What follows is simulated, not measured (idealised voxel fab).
The document below concerns the process module designated voxel tone inversion.
Cross-sectional view cut (width: 165 nm; square cell size: 5 nm).
Cross-section spec: square-cell grid; bands listed top down; each band is one or more rows.
It is stipulated that each band's entry specify, in nanometres, the height of the top of the band and then that of its bottom, followed by the materials of the band in left-to-right sequence, each together with its width in nanometres. A single material marked by the word "throughout" is understood to fill the band from edge to edge; the word "blank" is understood to denote empty space.
All heights in this document are referenced to 0, defined as the level beneath which the wafer, as received, consists entirely of one material. The lowest band is not bounded below; it extends indefinitely downward and is written in the form "0..down".
Graded width ("30..40"): value in top row of band = first number; value in bottom row = second number; row-to-row change constant.
Step note "nothing got changed" = no cross-section cell changed.
In "Sealed void inventory" the enclosed voids are listed, meaning empty spaces of 8 cells or larger without any opening to the top. The form is width x height at distance, distance from the left edge, units nm.
That trailing text on a step's line, after the settings, is the simulator's own remark on the step.
overlay nm: for a step with a mask, the amount by which the mask lay right of where it was planned; a negative amount means left of it.
### Steps planned for the process
- 1: RECEIVE (material Si)
- 2: CONFORMAL_DEP (material SiCN; thk nm 10)
- 3: DIRECTIONAL_DEP (material polySi; thk nm 15)
- 4: PATTERN (tone cover; mask id POSTS; material resist; width nm 15; pitch nm 30; thk nm 20; overlay nm 0)
- 5: DIRECTIONAL_ETCH (etch materials polySi; depth nm 15)
- 6: STRIP (etch materials resist)
- 7: FILL_DEP (material SiO2; thk nm 5)
- 8: CMP (height nm 25)
- 9: STRIP (etch materials polySi)
### First wafer out of two, processed as planned
### This is the cross-section of the wafer as we received it, i.e. after step 1
	0..down | Si throughout
	Sealed void inventory: none
### You're looking at a cross-section of the wafer after step 2
	10..0 | SiCN throughout
	No changes below 0.
### You're looking at a cross-section of the wafer after step 3
	25..10 | polySi throughout
	No changes below 10.
### You're looking at a cross-section of the wafer after step 4
	45..25 | 30 nm blank, 15 nm resist, 15 nm blank, 15 nm resist, 15 nm blank, 15 nm resist, 15 nm blank, 15 nm resist, 30 nm blank
	No changes below 25.
### You're looking at a cross-section of the wafer after step 5
	45..25 | 30 nm blank, 15 nm resist, 15 nm blank, 15 nm resist, 15 nm blank, 15 nm resist, 15 nm blank, 15 nm resist, 30 nm blank
	25..10 | 30 nm blank, 15 nm polySi, 15 nm blank, 15 nm polySi, 15 nm blank, 15 nm polySi, 15 nm blank, 15 nm polySi, 30 nm blank
	No changes below 10.
### You're looking at a cross-section of the wafer after step 6
	25..10 | 30 nm blank, 15 nm polySi, 15 nm blank, 15 nm polySi, 15 nm blank, 15 nm polySi, 15 nm blank, 15 nm polySi, 30 nm blank
	No changes below 10.
### You're looking at a cross-section of the wafer after step 7
	30..25 | SiO2 throughout
	25..10 | 30 nm SiO2, 15 nm polySi, 15 nm SiO2, 15 nm polySi, 15 nm SiO2, 15 nm polySi, 15 nm SiO2, 15 nm polySi, 30 nm SiO2
	No changes below 10.
### You're looking at a cross-section of the wafer after step 8
	25..10 | 30 nm SiO2, 15 nm polySi, 15 nm SiO2, 15 nm polySi, 15 nm SiO2, 15 nm polySi, 15 nm SiO2, 15 nm polySi, 30 nm SiO2
	No changes below 10.
### You're looking at a cross-section of the wafer after step 9
	25..10 | 30 nm SiO2, 15 nm blank, 15 nm SiO2, 15 nm blank, 15 nm SiO2, 15 nm blank, 15 nm SiO2, 15 nm blank, 30 nm SiO2
	No changes below 10.
### The second wafer was prepared from the same starting point and under the same plan as the first; its processing contained one mistake, and it remains indistinguishable from the first wafer up to and including step 2
### Cross-section of the second wafer when, according to plan, step 3 should have finished
	25..0 | SiCN throughout
	No changes below 0.
### Cross-section of the second wafer when, according to plan, step 4 should have finished
	45..25 | 30 nm blank, 15 nm resist, 15 nm blank, 15 nm resist, 15 nm blank, 15 nm resist, 15 nm blank, 15 nm resist, 30 nm blank
	No changes below 25.
Cross-section of the second wafer when, according to plan, step 5 should have finished: nothing got changed
### Cross-section of the second wafer when, according to plan, step 6 should have finished
	25..0 | SiCN throughout
	No changes below 0.
### Cross-section of the second wafer when, according to plan, step 7 should have finished
	30..25 | SiO2 throughout
	No changes below 25.
### Cross-section of the second wafer when, according to plan, step 8 should have finished
	25..0 | SiCN throughout
	No changes below 0.
Cross-section of the second wafer when, according to plan, step 9 should have finished: nothing got changed
What went wrong in running the wafer? off-plan run, step 3, actual operation and settings DIRECTIONAL_DEP (material SiCN; thk nm 15)
Once processing is complete, comparing cell counts shows that the second wafer has more or fewer of certain materials than the first: +99 SiCN, -63 SiO2
